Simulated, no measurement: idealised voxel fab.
voxel transistor to metal: a process module
Xsec cut, 180 nm wide, square cell size 5 nm.
Cross-section = grid of square cells, listed top down in bands; band = one or more rows. Per band: top height and bottom height in nm, followed by the left-to-right materials and their widths in nm; "full width" marks a single material spanning edge to edge, "blank" marks empty space. The reference from which all heights are counted is 0, the level beneath which the as-received wafer is entirely one material; the lowest band, having no lower bound, proceeds downward and is written after the example "0 down". A two-number width, for instance "30->40", indicates that the width is equal to the first number in the top row of the band and to the second number in the bottom row, and that it changes by a constant amount per row of cells. "changes: none" (step): cross-section cells unchanged, all of them. "Sealed void list" contains a list of empty spaces, each no smaller than 8 cells and without an open way to the top, written in the form width x height at distance with the distance from the left edge and all three in nm. Heads up: the bit after the settings on a step's line is the simulator's remark on that step. For masked steps, "overlay nm" on the step line gives how far right of plan the mask actually lay; a minus sign means it lay to the left.

-- List of planned process steps
1 RECEIVE with material Si
2 CONFORMAL_DEP with material SiO2, thk nm 5
3 CONFORMAL_DEP with material SiN, thk nm 10
4 PATTERN with tone cover, mask id ACTIVE, material resist, width nm 105, thk nm 20, overlay nm 0
5 DIRECTIONAL_ETCH with etch materials SiN, depth nm 10
6 DIRECTIONAL_ETCH with etch materials SiO2, depth nm 5
7 DIRECTIONAL_ETCH with etch materials Si, depth nm 35
8 STRIP with etch materials resist
9 OXIDIZE with depth nm 5
10 FILL_DEP with material SiO2, thk nm 5
11 CMP with height nm 15
12 SELECTIVE_ETCH with etch materials SiO2, depth nm 10
13 STRIP with etch materials SiN
14 SELECTIVE_ETCH with etch materials SiO2, depth nm 5
15 OXIDIZE with depth nm 5
16 DIRECTIONAL_DEP with material polySi, thk nm 20
17 DIRECTIONAL_DEP with material SiCN, thk nm 10
18 PATTERN with tone cover, mask id GATE, material resist, width nm 25, thk nm 20, overlay nm 0
19 DIRECTIONAL_ETCH with etch materials SiCN, depth nm 20
20 DIRECTIONAL_ETCH with etch materials polySi, depth nm 30
21 STRIP with etch materials resist
22 CONFORMAL_DEP with material SiN, thk nm 10
23 DIRECTIONAL_ETCH with etch materials SiN, depth nm 10
24 DIRECTIONAL_ETCH with etch materials SiO2, depth nm 5
25 DIRECTIONAL_ETCH with etch materials Si, depth nm 15
26 EPI with material pSi, thk nm 15
27 FILL_DEP with material SiO2, thk nm 5
28 CMP with height nm 20
29 STRIP with etch materials polySi
30 SELECTIVE_ETCH with etch materials SiO2, depth nm 5
31 CONFORMAL_DEP with material HfO2, thk nm 5
32 CONFORMAL_DEP with material TiN, thk nm 5
33 FILL_DEP with material W, thk nm 5
34 CMP with height nm 15
35 DIRECTIONAL_DEP with material SiO2, thk nm 15
36 DIRECTIONAL_DEP with material aC, thk nm 10
37 PATTERN with tone open, mask id CONTACT, material resist, width nm 15, pitch nm 70, thk nm 30, overlay nm 0
38 DIRECTIONAL_ETCH with etch materials aC, depth nm 10
39 STRIP with etch materials resist
40 DIRECTIONAL_ETCH with etch materials SiO2, depth nm 35
41 STRIP with etch materials aC
42 CONFORMAL_DEP with material TiN, thk nm 5
43 FILL_DEP with material W, thk nm 10
44 CMP with height nm 30
45 CONFORMAL_DEP with material SiCN, thk nm 5
46 DIRECTIONAL_DEP with material SiO2, thk nm 15
47 DIRECTIONAL_DEP with material aC, thk nm 15
48 PATTERN with tone open, mask id METAL_1, material resist, width nm 15, pitch nm 70, thk nm 30, overlay nm 0
49 DIRECTIONAL_ETCH with etch materials aC, depth nm 15
50 STRIP with etch materials resist
51 DIRECTIONAL_ETCH with etch materials SiO2, depth nm 15
52 DIRECTIONAL_ETCH with etch materials SiCN, depth nm 5
53 STRIP with etch materials aC
54 CONFORMAL_DEP with material TiN, thk nm 5
55 FILL_DEP with material Cu, thk nm 10
56 CMP with height nm 50
57 CONFORMAL_DEP with material SiCN, thk nm 5
58 DIRECTIONAL_DEP with material SiO2, thk nm 30
59 DIRECTIONAL_DEP with material aC, thk nm 15
60 PATTERN with tone open, mask id METAL_2, material resist, width nm 15, pitch nm 70, thk nm 35, overlay nm 0
61 DIRECTIONAL_ETCH with etch materials aC, depth nm 15
62 STRIP with etch materials resist
63 DIRECTIONAL_ETCH with etch materials SiO2, depth nm 20
64 STRIP with etch materials aC
65 DIRECTIONAL_DEP with material aC, thk nm 15
66 PATTERN with tone open, mask id METAL_2_HOLES, material resist, width nm 15, pitch nm 70, thk nm 35, overlay nm 0
67 DIRECTIONAL_ETCH with etch materials aC, depth nm 15
68 STRIP with etch materials resist
69 DIRECTIONAL_ETCH with etch materials SiO2, depth nm 10
70 DIRECTIONAL_ETCH with etch materials SiCN, depth nm 5
71 STRIP with etch materials aC
72 CONFORMAL_DEP with material TiN, thk nm 5
73 FILL_DEP with material Cu, thk nm 10
74 CMP with height nm 85
75 CONFORMAL_DEP with material SiN, thk nm 5

-- First of two wafers, with the run carried out as planned

-- Step 1 complete: cross-section of the wafer as received
> 0 down | Si full width
> Sealed void list: none

-- Presented here is a cross-section of the wafer after step 2 has been performed
> 5 to 0 | SiO2 full width
> Unchanged below 0.

-- Presented here is a cross-section of the wafer after step 3 has been performed
> 15 to 5 | SiN full width
> Unchanged below 5.

-- Presented here is a cross-section of the wafer after step 4 has been performed
> 35 to 15 | blank=35, resist=105, blank=40
> Unchanged below 15.

-- Presented here is a cross-section of the wafer after step 5 has been performed
> 35 to 15 | blank=35, resist=105, blank=40
> 15 to 5 | blank=35, SiN=105, blank=40
> Unchanged below 5.

-- Presented here is a cross-section of the wafer after step 6 has been performed
> 35 to 15 | blank=35, resist=105, blank=40
> 15 to 5 | blank=35, SiN=105, blank=40
> 5 to 0 | blank=35, SiO2=105, blank=40
> Unchanged below 0.

-- Presented here is a cross-section of the wafer after step 7 has been performed
> 35 to 15 | blank=35, resist=105, blank=40
> 15 to 5 | blank=35, SiN=105, blank=40
> 5 to 0 | blank=35, SiO2=105, blank=40
> 0 to -35 | blank=35, Si=105, blank=40
> Unchanged below -35.

-- Presented here is a cross-section of the wafer after step 8 has been performed
> 15 to 5 | blank=35, SiN=105, blank=40
> Unchanged below 5.

-- Presented here is a cross-section of the wafer after step 9 has been performed
> 15 to 5 | blank=35, SiN=105, blank=40
> 5 to 0 | blank=35, SiO2=105, blank=40
> 0 to -35 | blank=35, SiO2=5, Si=95, SiO2=5, blank=40
> -35 to -40 | SiO2=40, Si=95, SiO2=45
> Unchanged below -40.

-- Presented here is a cross-section of the wafer after step 10 has been performed
> 20 to 15 | SiO2 full width
> 15 to 5 | SiO2=35, SiN=105, SiO2=40
> 5 to 0 | SiO2 full width
> 0 to -40 | SiO2=40, Si=95, SiO2=45
> Unchanged below -40.

-- Presented here is a cross-section of the wafer after step 11 has been performed
> 15 to 5 | SiO2=35, SiN=105, SiO2=40
> Unchanged below 5.

-- Presented here is a cross-section of the wafer after step 12 has been performed
> 15 to 5 | blank=35, SiN=105, blank=40
> Unchanged below 5.

-- Presented here is a cross-section of the wafer after step 13 has been performed
> 5 to 0 | SiO2 full width
> Unchanged below 0.

-- Presented here is a cross-section of the wafer after step 14 has been performed
> 0 to -40 | SiO2=40, Si=95, SiO2=45
> Unchanged below -40.

-- Presented here is a cross-section of the wafer after step 15 has been performed
> 0 to -5 | SiO2 full width
> Unchanged below -5.

-- Presented here is a cross-section of the wafer after step 16 has been performed
> 20 to 0 | polySi full width
> Unchanged below 0.

-- Presented here is a cross-section of the wafer after step 17 has been performed
> 30 to 20 | SiCN full width
> Unchanged below 20.

-- Presented here is a cross-section of the wafer after step 18 has been performed
> 50 to 30 | blank=75, resist=25, blank=80
> Unchanged below 30.

-- Presented here is a cross-section of the wafer after step 19 has been performed
> 50 to 30 | blank=75, resist=25, blank=80
> 30 to 20 | blank=75, SiCN=25, blank=80
> Unchanged below 20.

-- Presented here is a cross-section of the wafer after step 20 has been performed
> 50 to 30 | blank=75, resist=25, blank=80
> 30 to 20 | blank=75, SiCN=25, blank=80
> 20 to 0 | blank=75, polySi=25, blank=80
> Unchanged below 0.

-- Presented here is a cross-section of the wafer after step 21 has been performed
> 30 to 20 | blank=75, SiCN=25, blank=80
> Unchanged below 20.

-- Presented here is a cross-section of the wafer after step 22 has been performed
> 40 to 30 | blank=65, SiN=45, blank=70
> 30 to 20 | blank=65, SiN=10, SiCN=25, SiN=10, blank=70
> 20 to 10 | blank=65, SiN=10, polySi=25, SiN=10, blank=70
> 10 to 0 | SiN=75, polySi=25, SiN=80
> Unchanged below 0.

-- Presented here is a cross-section of the wafer after step 23 has been performed
> 30 to 20 | blank=65, SiN=10, SiCN=25, SiN=10, blank=70
> 20 to 0 | blank=65, SiN=10, polySi=25, SiN=10, blank=70
> Unchanged below 0.

-- Presented here is a cross-section of the wafer after step 24 has been performed
> 30 to 20 | blank=65, SiN=10, SiCN=25, SiN=10, blank=70
> 20 to 0 | blank=65, SiN=10, polySi=25, SiN=10, blank=70
> 0 to -5 | blank=65, SiO2=45, blank=70
> Unchanged below -5.

-- Presented here is a cross-section of the wafer after step 25 has been performed
> 30 to 20 | blank=65, SiN=10, SiCN=25, SiN=10, blank=70
> 20 to 0 | blank=65, SiN=10, polySi=25, SiN=10, blank=70
> 0 to -5 | blank=65, SiO2=45, blank=70
> -5 to -20 | SiO2=40, blank=25, Si=45, blank=25, SiO2=45
> Unchanged below -20.

-- Presented here is a cross-section of the wafer after step 26 has been performed
> 30 to 20 | blank=65, SiN=10, SiCN=25, SiN=10, blank=70
> 20 to 10 | blank=65, SiN=10, polySi=25, SiN=10, blank=70
> 10 to 0 | blank=50, pSi=15, SiN=10, polySi=25, SiN=10, pSi=15, blank=55
> 0 to -5 | blank=50, pSi=15, SiO2=45, pSi=15, blank=55
> -5 to -20 | SiO2=40, pSi=25, Si=45, pSi=25, SiO2=45
> Unchanged below -20.

-- Presented here is a cross-section of the wafer after step 27 has been performed
> 35 to 30 | SiO2 full width
> 30 to 20 | SiO2=65, SiN=10, SiCN=25, SiN=10, SiO2=70
> 20 to 10 | SiO2=65, SiN=10, polySi=25, SiN=10, SiO2=70
> 10 to 0 | SiO2=50, pSi=15, SiN=10, polySi=25, SiN=10, pSi=15, SiO2=55
> 0 to -5 | SiO2=50, pSi=15, SiO2=45, pSi=15, SiO2=55
> Unchanged below -5.

-- Presented here is a cross-section of the wafer after step 28 has been performed
> 20 to 10 | SiO2=65, SiN=10, polySi=25, SiN=10, SiO2=70
> Unchanged below 10.

-- Presented here is a cross-section of the wafer after step 29 has been performed
> 20 to 10 | SiO2=65, SiN=10, blank=25, SiN=10, SiO2=70
> 10 to 0 | SiO2=50, pSi=15, SiN=10, blank=25, SiN=10, pSi=15, SiO2=55
> Unchanged below 0.

-- Presented here is a cross-section of the wafer after step 30 has been performed
> 20 to 15 | blank=65, SiN=10, blank=25, SiN=10, blank=70
> 15 to 10 | SiO2=65, SiN=10, blank=25, SiN=10, SiO2=70
> 10 to 0 | SiO2=50, pSi=15, SiN=10, blank=25, SiN=10, pSi=15, SiO2=55
> 0 to -5 | SiO2=50, pSi=15, SiO2=5, blank=35, SiO2=5, pSi=15, SiO2=55
> Unchanged below -5.

-- Presented here is a cross-section of the wafer after step 31 has been performed
> 25 to 20 | blank=60, HfO2=20, blank=15, HfO2=20, blank=65
> 20 to 15 | HfO2=65, SiN=10, HfO2=5, blank=15, HfO2=5, SiN=10, HfO2=70
> 15 to 10 | SiO2=65, SiN=10, HfO2=5, blank=15, HfO2=5, SiN=10, SiO2=70
> 10 to 0 | SiO2=50, pSi=15, SiN=10, HfO2=5, blank=15, HfO2=5, SiN=10, pSi=15, SiO2=55
> 0 to -5 | SiO2=50, pSi=15, SiO2=5, HfO2=35, SiO2=5, pSi=15, SiO2=55
> Unchanged below -5.

-- Presented here is a cross-section of the wafer after step 32 has been performed
> 30 to 25 | blank=55, TiN=30, blank=5, TiN=30, blank=60
> 25 to 20 | TiN=60, HfO2=20, TiN=5, blank=5, TiN=5, HfO2=20, TiN=65
> 20 to 15 | HfO2=65, SiN=10, HfO2=5, TiN=5, blank=5, TiN=5, HfO2=5, SiN=10, HfO2=70
> 15 to 10 | SiO2=65, SiN=10, HfO2=5, TiN=5, blank=5, TiN=5, HfO2=5, SiN=10, SiO2=70
> 10 to 5 | SiO2=50, pSi=15, SiN=10, HfO2=5, TiN=5, blank=5, TiN=5, HfO2=5, SiN=10, pSi=15, SiO2=55
> 5 to 0 | SiO2=50, pSi=15, SiN=10, HfO2=5, TiN=15, HfO2=5, SiN=10, pSi=15, SiO2=55
> Unchanged below 0.

-- Presented here is a cross-section of the wafer after step 33 has been performed
> 35 to 30 | W full width
> 30 to 25 | W=55, TiN=30, W=5, TiN=30, W=60
> 25 to 20 | TiN=60, HfO2=20, TiN=5, W=5, TiN=5, HfO2=20, TiN=65
> 20 to 15 | HfO2=65, SiN=10, HfO2=5, TiN=5, W=5, TiN=5, HfO2=5, SiN=10, HfO2=70
> 15 to 10 | SiO2=65, SiN=10, HfO2=5, TiN=5, W=5, TiN=5, HfO2=5, SiN=10, SiO2=70
> 10 to 5 | SiO2=50, pSi=15, SiN=10, HfO2=5, TiN=5, W=5, TiN=5, HfO2=5, SiN=10, pSi=15, SiO2=55
> Unchanged below 5.

-- Presented here is a cross-section of the wafer after step 34 has been performed
> 15 to 10 | SiO2=65, SiN=10, HfO2=5, TiN=5, W=5, TiN=5, HfO2=5, SiN=10, SiO2=70
> Unchanged below 10.

-- Presented here is a cross-section of the wafer after step 35 has been performed
> 30 to 15 | SiO2 full width
> Unchanged below 15.

-- Presented here is a cross-section of the wafer after step 36 has been performed
> 40 to 30 | aC full width
> Unchanged below 30.

-- Presented here is a cross-section of the wafer after step 37 has been performed
> 70 to 40 | resist=45, blank=15, resist=55, blank=15, resist=50
> Unchanged below 40.

-- Presented here is a cross-section of the wafer after step 38 has been performed
> 60 to 40 | resist=45, blank=15, resist=55, blank=15, resist=50
> 40 to 30 | aC=45, blank=15, aC=55, blank=15, aC=50
> Unchanged below 30.

-- Presented here is a cross-section of the wafer after step 39 has been performed
> 40 to 30 | aC=45, blank=15, aC=55, blank=15, aC=50
> Unchanged below 30.

-- Presented here is a cross-section of the wafer after step 40 has been performed
> 40 to 30 | aC=45, blank=15, aC=55, blank=15, aC=50
> 30 to 15 | SiO2=45, blank=15, SiO2=55, blank=15, SiO2=50
> 15 to 10 | SiO2=45, blank=15, SiO2=5, SiN=10, HfO2=5, TiN=5, W=5, TiN=5, HfO2=5, SiN=10, SiO2=5, blank=15, SiO2=50
> 10 to 5 | SiO2=45, blank=5, pSi=15, SiN=10, HfO2=5, TiN=5, W=5, TiN=5, HfO2=5, SiN=10, pSi=15, blank=5, SiO2=50
> 5 to 0 | SiO2=45, blank=5, pSi=15, SiN=10, HfO2=5, TiN=15, HfO2=5, SiN=10, pSi=15, blank=5, SiO2=50
> 0 to -5 | SiO2=45, blank=5, pSi=15, SiO2=5, HfO2=35, SiO2=5, pSi=15, blank=5, SiO2=50
> Unchanged below -5.

-- Presented here is a cross-section of the wafer after step 41 has been performed
> 30 to 15 | SiO2=45, blank=15, SiO2=55, blank=15, SiO2=50
> Unchanged below 15.

-- Presented here is a cross-section of the wafer after step 42 has been performed
> 35 to 30 | TiN=50, blank=5, TiN=65, blank=5, TiN=55
> 30 to 15 | SiO2=45, TiN=5, blank=5, TiN=5, SiO2=55, TiN=5, blank=5, TiN=5, SiO2=50
> 15 to 10 | SiO2=45, TiN=15, SiO2=5, SiN=10, HfO2=5, TiN=5, W=5, TiN=5, HfO2=5, SiN=10, SiO2=5, TiN=15, SiO2=50
> 10 to 5 | SiO2=45, TiN=5, pSi=15, SiN=10, HfO2=5, TiN=5, W=5, TiN=5, HfO2=5, SiN=10, pSi=15, TiN=5, SiO2=50
> 5 to 0 | SiO2=45, TiN=5, pSi=15, SiN=10, HfO2=5, TiN=15, HfO2=5, SiN=10, pSi=15, TiN=5, SiO2=50
> 0 to -5 | SiO2=45, TiN=5, pSi=15, SiO2=5, HfO2=35, SiO2=5, pSi=15, TiN=5, SiO2=50
> Unchanged below -5.

-- Presented here is a cross-section of the wafer after step 43 has been performed
> 45 to 35 | W full width
> 35 to 30 | TiN=50, W=5, TiN=65, W=5, TiN=55
> 30 to 15 | SiO2=45, TiN=5, W=5, TiN=5, SiO2=55, TiN=5, W=5, TiN=5, SiO2=50
> Unchanged below 15.

-- Presented here is a cross-section of the wafer after step 44 has been performed
> 30 to 15 | SiO2=45, TiN=5, W=5, TiN=5, SiO2=55, TiN=5, W=5, TiN=5, SiO2=50
> Unchanged below 15.

-- Presented here is a cross-section of the wafer after step 45 has been performed
> 35 to 30 | SiCN full width
> Unchanged below 30.

-- Presented here is a cross-section of the wafer after step 46 has been performed
> 50 to 35 | SiO2 full width
> Unchanged below 35.

-- Presented here is a cross-section of the wafer after step 47 has been performed
> 65 to 50 | aC full width
> Unchanged below 50.

-- Presented here is a cross-section of the wafer after step 48 has been performed
> 95 to 65 | resist=45, blank=15, resist=55, blank=15, resist=50
> Unchanged below 65.

-- Presented here is a cross-section of the wafer after step 49 has been performed
> 80 to 65 | resist=45, blank=15, resist=55, blank=15, resist=50
> 65 to 50 | aC=45, blank=15, aC=55, blank=15, aC=50
> Unchanged below 50.

-- Presented here is a cross-section of the wafer after step 50 has been performed
> 65 to 50 | aC=45, blank=15, aC=55, blank=15, aC=50
> Unchanged below 50.

-- Presented here is a cross-section of the wafer after step 51 has been performed
> 65 to 50 | aC=45, blank=15, aC=55, blank=15, aC=50
> 50 to 35 | SiO2=45, blank=15, SiO2=55, blank=15, SiO2=50
> Unchanged below 35.

-- Presented here is a cross-section of the wafer after step 52 has been performed
> 65 to 50 | aC=45, blank=15, aC=55, blank=15, aC=50
> 50 to 35 | SiO2=45, blank=15, SiO2=55, blank=15, SiO2=50
> 35 to 30 | SiCN=45, blank=15, SiCN=55, blank=15, SiCN=50
> Unchanged below 30.

-- Presented here is a cross-section of the wafer after step 53 has been performed
> 50 to 35 | SiO2=45, blank=15, SiO2=55, blank=15, SiO2=50
> Unchanged below 35.

-- Presented here is a cross-section of the wafer after step 54 has been performed
> 55 to 50 | TiN=50, blank=5, TiN=65, blank=5, TiN=55
> 50 to 35 | SiO2=45, TiN=5, blank=5, TiN=5, SiO2=55, TiN=5, blank=5, TiN=5, SiO2=50
> 35 to 30 | SiCN=45, TiN=15, SiCN=55, TiN=15, SiCN=50
> Unchanged below 30.

-- Presented here is a cross-section of the wafer after step 55 has been performed
> 65 to 55 | Cu full width
> 55 to 50 | TiN=50, Cu=5, TiN=65, Cu=5, TiN=55
> 50 to 35 | SiO2=45, TiN=5, Cu=5, TiN=5, SiO2=55, TiN=5, Cu=5, TiN=5, SiO2=50
> Unchanged below 35.

-- Presented here is a cross-section of the wafer after step 56 has been performed
> 50 to 35 | SiO2=45, TiN=5, Cu=5, TiN=5, SiO2=55, TiN=5, Cu=5, TiN=5, SiO2=50
> Unchanged below 35.

-- Presented here is a cross-section of the wafer after step 57 has been performed
> 55 to 50 | SiCN full width
> Unchanged below 50.

-- Presented here is a cross-section of the wafer after step 58 has been performed
> 85 to 55 | SiO2 full width
> Unchanged below 55.

-- Presented here is a cross-section of the wafer after step 59 has been performed
> 100 to 85 | aC full width
> Unchanged below 85.

-- Presented here is a cross-section of the wafer after step 60 has been performed
> 135 to 100 | resist=45, blank=15, resist=55, blank=15, resist=50
> Unchanged below 100.

-- Presented here is a cross-section of the wafer after step 61 has been performed
> 120 to 100 | resist=45, blank=15, resist=55, blank=15, resist=50
> 100 to 85 | aC=45, blank=15, aC=55, blank=15, aC=50
> Unchanged below 85.

-- Presented here is a cross-section of the wafer after step 62 has been performed
> 100 to 85 | aC=45, blank=15, aC=55, blank=15, aC=50
> Unchanged below 85.

-- Presented here is a cross-section of the wafer after step 63 has been performed
> 100 to 85 | aC=45, blank=15, aC=55, blank=15, aC=50
> 85 to 65 | SiO2=45, blank=15, SiO2=55, blank=15, SiO2=50
> Unchanged below 65.

-- Presented here is a cross-section of the wafer after step 64 has been performed
> 85 to 65 | SiO2=45, blank=15, SiO2=55, blank=15, SiO2=50
> Unchanged below 65.

-- Presented here is a cross-section of the wafer after step 65 has been performed
> 100 to 85 | aC=45, blank=15, aC=55, blank=15, aC=50
> 85 to 80 | SiO2=45, blank=15, SiO2=55, blank=15, SiO2=50
> 80 to 65 | SiO2=45, aC=15, SiO2=55, aC=15, SiO2=50
> Unchanged below 65.

-- Presented here is a cross-section of the wafer after step 66 has been performed
> 135 to 100 | resist=45, blank=15, resist=55, blank=15, resist=50
> Unchanged below 100.

-- Presented here is a cross-section of the wafer after step 67 has been performed
> 120 to 100 | resist=45, blank=15, resist=55, blank=15, resist=50
> 100 to 85 | aC=45, blank=15, aC=55, blank=15, aC=50
> 85 to 65 | SiO2=45, blank=15, SiO2=55, blank=15, SiO2=50
> Unchanged below 65.

-- Presented here is a cross-section of the wafer after step 68 has been performed
> 100 to 85 | aC=45, blank=15, aC=55, blank=15, aC=50
> Unchanged below 85.

-- Presented here is a cross-section of the wafer after step 69 has been performed
> 100 to 85 | aC=45, blank=15, aC=55, blank=15, aC=50
> 85 to 55 | SiO2=45, blank=15, SiO2=55, blank=15, SiO2=50
> Unchanged below 55.

-- Presented here is a cross-section of the wafer after step 70 has been performed
> 100 to 85 | aC=45, blank=15, aC=55, blank=15, aC=50
> 85 to 55 | SiO2=45, blank=15, SiO2=55, blank=15, SiO2=50
> 55 to 50 | SiCN=45, blank=15, SiCN=55, blank=15, SiCN=50
> Unchanged below 50.

-- Presented here is a cross-section of the wafer after step 71 has been performed
> 85 to 55 | SiO2=45, blank=15, SiO2=55, blank=15, SiO2=50
> Unchanged below 55.

-- Presented here is a cross-section of the wafer after step 72 has been performed
> 90 to 85 | TiN=50, blank=5, TiN=65, blank=5, TiN=55
> 85 to 55 | SiO2=45, TiN=5, blank=5, TiN=5, SiO2=55, TiN=5, blank=5, TiN=5, SiO2=50
> 55 to 50 | SiCN=45, TiN=15, SiCN=55, TiN=15, SiCN=50
> Unchanged below 50.

-- Presented here is a cross-section of the wafer after step 73 has been performed
> 100 to 90 | Cu full width
> 90 to 85 | TiN=50, Cu=5, TiN=65, Cu=5, TiN=55
> 85 to 55 | SiO2=45, TiN=5, Cu=5, TiN=5, SiO2=55, TiN=5, Cu=5, TiN=5, SiO2=50
> Unchanged below 55.

-- Presented here is a cross-section of the wafer after step 74 has been performed
> 85 to 55 | SiO2=45, TiN=5, Cu=5, TiN=5, SiO2=55, TiN=5, Cu=5, TiN=5, SiO2=50
> Unchanged below 55.

-- Presented here is a cross-section of the wafer after step 75 has been performed
> 90 to 85 | SiN full width
> Unchanged below 85.

-- Second wafer, same starting conditions and recipe as the first, one mistake in executing it, nothing differs from the first up to and including step 44

-- Cross-section, second wafer, at the end time the plan gives for step 45
> 45 to 30 | SiO2 full width
> Unchanged below 30.

-- Cross-section, second wafer, at the end time the plan gives for step 46
> 50 to 45 | SiCN full width
> Unchanged below 45.

-- Cross-section, second wafer, at the end time the plan gives for step 47
> 65 to 50 | aC full width
> Unchanged below 50.

-- Cross-section, second wafer, at the end time the plan gives for step 48
> 95 to 65 | resist=45, blank=15, resist=55, blank=15, resist=50
> Unchanged below 65.

-- Cross-section, second wafer, at the end time the plan gives for step 49
> 80 to 65 | resist=45, blank=15, resist=55, blank=15, resist=50
> 65 to 50 | aC=45, blank=15, aC=55, blank=15, aC=50
> Unchanged below 50.

-- Cross-section, second wafer, at the end time the plan gives for step 50
> 65 to 50 | aC=45, blank=15, aC=55, blank=15, aC=50
> Unchanged below 50.

Cross-section, second wafer, at the end time the plan gives for step 51: changes: none

-- Cross-section, second wafer, at the end time the plan gives for step 52
> 65 to 50 | aC=45, blank=15, aC=55, blank=15, aC=50
> 50 to 45 | SiCN=45, blank=15, SiCN=55, blank=15, SiCN=50
> Unchanged below 45.

-- Cross-section, second wafer, at the end time the plan gives for step 53
> 50 to 45 | SiCN=45, blank=15, SiCN=55, blank=15, SiCN=50
> Unchanged below 45.

-- Cross-section, second wafer, at the end time the plan gives for step 54
> 55 to 50 | TiN=50, blank=5, TiN=65, blank=5, TiN=55
> 50 to 45 | SiCN=45, TiN=15, SiCN=55, TiN=15, SiCN=50
> Unchanged below 45.

-- Cross-section, second wafer, at the end time the plan gives for step 55
> 65 to 55 | Cu full width
> 55 to 50 | TiN=50, Cu=5, TiN=65, Cu=5, TiN=55
> Unchanged below 50.

-- Cross-section, second wafer, at the end time the plan gives for step 56
> 50 to 45 | SiCN=45, TiN=15, SiCN=55, TiN=15, SiCN=50
> Unchanged below 45.

-- Cross-section, second wafer, at the end time the plan gives for step 57
> 55 to 50 | SiCN full width
> Unchanged below 50.

-- Cross-section, second wafer, at the end time the plan gives for step 58
> 85 to 55 | SiO2 full width
> Unchanged below 55.

-- Cross-section, second wafer, at the end time the plan gives for step 59
> 100 to 85 | aC full width
> Unchanged below 85.

-- Cross-section, second wafer, at the end time the plan gives for step 60
> 135 to 100 | resist=45, blank=15, resist=55, blank=15, resist=50
> Unchanged below 100.

-- Cross-section, second wafer, at the end time the plan gives for step 61
> 120 to 100 | resist=45, blank=15, resist=55, blank=15, resist=50
> 100 to 85 | aC=45, blank=15, aC=55, blank=15, aC=50
> Unchanged below 85.

-- Cross-section, second wafer, at the end time the plan gives for step 62
> 100 to 85 | aC=45, blank=15, aC=55, blank=15, aC=50
> Unchanged below 85.

-- Cross-section, second wafer, at the end time the plan gives for step 63
> 100 to 85 | aC=45, blank=15, aC=55, blank=15, aC=50
> 85 to 65 | SiO2=45, blank=15, SiO2=55, blank=15, SiO2=50
> Unchanged below 65.

-- Cross-section, second wafer, at the end time the plan gives for step 64
> 85 to 65 | SiO2=45, blank=15, SiO2=55, blank=15, SiO2=50
> Unchanged below 65.

-- Cross-section, second wafer, at the end time the plan gives for step 65
> 100 to 85 | aC=45, blank=15, aC=55, blank=15, aC=50
> 85 to 80 | SiO2=45, blank=15, SiO2=55, blank=15, SiO2=50
> 80 to 65 | SiO2=45, aC=15, SiO2=55, aC=15, SiO2=50
> Unchanged below 65.

-- Cross-section, second wafer, at the end time the plan gives for step 66
> 135 to 100 | resist=45, blank=15, resist=55, blank=15, resist=50
> Unchanged below 100.

-- Cross-section, second wafer, at the end time the plan gives for step 67
> 120 to 100 | resist=45, blank=15, resist=55, blank=15, resist=50
> 100 to 85 | aC=45, blank=15, aC=55, blank=15, aC=50
> 85 to 65 | SiO2=45, blank=15, SiO2=55, blank=15, SiO2=50
> Unchanged below 65.

-- Cross-section, second wafer, at the end time the plan gives for step 68
> 100 to 85 | aC=45, blank=15, aC=55, blank=15, aC=50
> Unchanged below 85.

-- Cross-section, second wafer, at the end time the plan gives for step 69
> 100 to 85 | aC=45, blank=15, aC=55, blank=15, aC=50
> 85 to 55 | SiO2=45, blank=15, SiO2=55, blank=15, SiO2=50
> Unchanged below 55.

-- Cross-section, second wafer, at the end time the plan gives for step 70
> 100 to 85 | aC=45, blank=15, aC=55, blank=15, aC=50
> 85 to 55 | SiO2=45, blank=15, SiO2=55, blank=15, SiO2=50
> 55 to 50 | SiCN=45, blank=15, SiCN=55, blank=15, SiCN=50
> Unchanged below 50.

-- Cross-section, second wafer, at the end time the plan gives for step 71
> 85 to 55 | SiO2=45, blank=15, SiO2=55, blank=15, SiO2=50
> Unchanged below 55.

-- Cross-section, second wafer, at the end time the plan gives for step 72
> 90 to 85 | TiN=50, blank=5, TiN=65, blank=5, TiN=55
> 85 to 55 | SiO2=45, TiN=5, blank=5, TiN=5, SiO2=55, TiN=5, blank=5, TiN=5, SiO2=50
> 55 to 45 | SiCN=45, TiN=15, SiCN=55, TiN=15, SiCN=50
> Unchanged below 45.

-- Cross-section, second wafer, at the end time the plan gives for step 73
> 100 to 90 | Cu full width
> 90 to 85 | TiN=50, Cu=5, TiN=65, Cu=5, TiN=55
> 85 to 55 | SiO2=45, TiN=5, Cu=5, TiN=5, SiO2=55, TiN=5, Cu=5, TiN=5, SiO2=50
> Unchanged below 55.

-- Cross-section, second wafer, at the end time the plan gives for step 74
> 85 to 55 | SiO2=45, TiN=5, Cu=5, TiN=5, SiO2=55, TiN=5, Cu=5, TiN=5, SiO2=50
> Unchanged below 55.

-- Cross-section, second wafer, at the end time the plan gives for step 75
> 90 to 85 | SiN full width
> Unchanged below 85.
Where did the run depart from the plan? the run placed steps 45 and 46 each in the position the plan gave to the other
Upon completion, the second wafer contains, in terms of cells, a greater or smaller amount of certain materials than the first wafer: Cu: 6 fewer | SiO2: 18 more | TiN: 12 fewer
